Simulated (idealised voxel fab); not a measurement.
Process module heading - voxel fin reveal
cross-section cut | 180 nm wide | cells 5 nm
This document writes a cross-section as a grid whose cells are square, and gives it as bands, listed from the top down; one or more rows of cells form a band.
Top height, bottom height, nm. Materials left to right, width each, nm. Single material + "everywhere" = fills band edge to edge. "empty" = empty.
Note: height 0 marks the level under which the wafer is uniformly one material as received. Lowest band unbounded below, written "0 and below".
Width spec "30..40" -> top row of cells at first value, bottom row at second value, equal per-row change in between.
"all unchanged" -> step changed no cross-section cell.
You'll see "Enclosed voids" listing empty spaces that have no way open to the top, as long as they're 8 cells or more; the notation is width x height at distance, where the distance is from the left edge, and all of it is in nm.
Text after the settings on a step's line: the simulator's own remark on that step.
overlay nm: for a step with a mask, the amount by which the mask lay right of where it was planned; a negative amount means left of it.
Steps planned for the process:
- 1: RECEIVE with material Si
- 2: CONFORMAL_DEP with material SiN, thk nm 10
- 3: MASKED_ETCH with tone cover, mask id FINS, width nm 15, pitch nm 35, etch materials SiN, depth nm 10, overlay nm 0
- 4: MASKED_ETCH with tone cover, mask id FINS, width nm 15, pitch nm 35, etch materials Si, depth nm 40, overlay nm 0
- 5: OXIDIZE with depth nm 5
- 6: FILL_DEP with material SiO2, thk nm 15
- 7: CMP with height nm 10
- 8: SELECTIVE_ETCH with etch materials SiO2, depth nm 35
- 9: STRIP with etch materials SiN
First of the two wafers, run per plan:
Here's what the wafer looked like in cross-section when it arrived - that's after step 1:
  0 and below | Si everywhere
  Enclosed voids: none
You're looking at a cross-section of the wafer after step 2:
  10 down to 0 | SiN everywhere
  No changes below 0.
You're looking at a cross-section of the wafer after step 3:
  10 down to 0 | 65 empty, then 15 SiN, then 20 empty, then 15 SiN, then 65 empty
  No changes below 0.
You're looking at a cross-section of the wafer after step 4:
  10 down to 0 | 65 empty, then 15 SiN, then 20 empty, then 15 SiN, then 65 empty
  0 down to -40 | 65 empty, then 15 Si, then 20 empty, then 15 Si, then 65 empty
  No changes below -40.
You're looking at a cross-section of the wafer after step 5:
  10 down to 0 | 65 empty, then 15 SiN, then 20 empty, then 15 SiN, then 65 empty
  0 down to -40 | 65 empty, then 5 SiO2, then 5 Si, then 5 SiO2, then 20 empty, then 5 SiO2, then 5 Si, then 5 SiO2, then 65 empty
  -40 down to -45 | 70 SiO2, then 5 Si, then 30 SiO2, then 5 Si, then 70 SiO2
  No changes below -45.
You're looking at a cross-section of the wafer after step 6:
  25 down to 10 | SiO2 everywhere
  10 down to 0 | 65 SiO2, then 15 SiN, then 20 SiO2, then 15 SiN, then 65 SiO2
  0 down to -45 | 70 SiO2, then 5 Si, then 30 SiO2, then 5 Si, then 70 SiO2
  No changes below -45.
You're looking at a cross-section of the wafer after step 7:
  10 down to 0 | 65 SiO2, then 15 SiN, then 20 SiO2, then 15 SiN, then 65 SiO2
  No changes below 0.
You're looking at a cross-section of the wafer after step 8:
  10 down to 0 | 65 empty, then 15 SiN, then 20 empty, then 15 SiN, then 65 empty
  0 down to -25 | 70 empty, then 5 Si, then 30 empty, then 5 Si, then 70 empty
  No changes below -25.
You're looking at a cross-section of the wafer after step 9:
  0 down to -25 | 70 empty, then 5 Si, then 30 empty, then 5 Si, then 70 empty
  No changes below -25.
Wafer two. Same start, same plan, one slip in execution. Same as wafer one through step 6, inclusive:
Second wafer, cross-section, planned end of step 7: all unchanged
Second wafer, cross-section, planned end of step 8:
  10 down to 0 | 65 empty, then 15 SiN, then 20 empty, then 15 SiN, then 65 empty
  0 down to -10 | 70 empty, then 5 Si, then 30 empty, then 5 Si, then 70 empty
  No changes below -10.
Second wafer, cross-section, planned end of step 9:
  0 down to -10 | 70 empty, then 5 Si, then 30 empty, then 5 Si, then 70 empty
  No changes below -10.
Which mistake was made when the wafer was run? step 7 was dropped from the plan's execution and never run
Final tally in cells, some materials are higher or lower on the second wafer than on the first: SiO2 +102
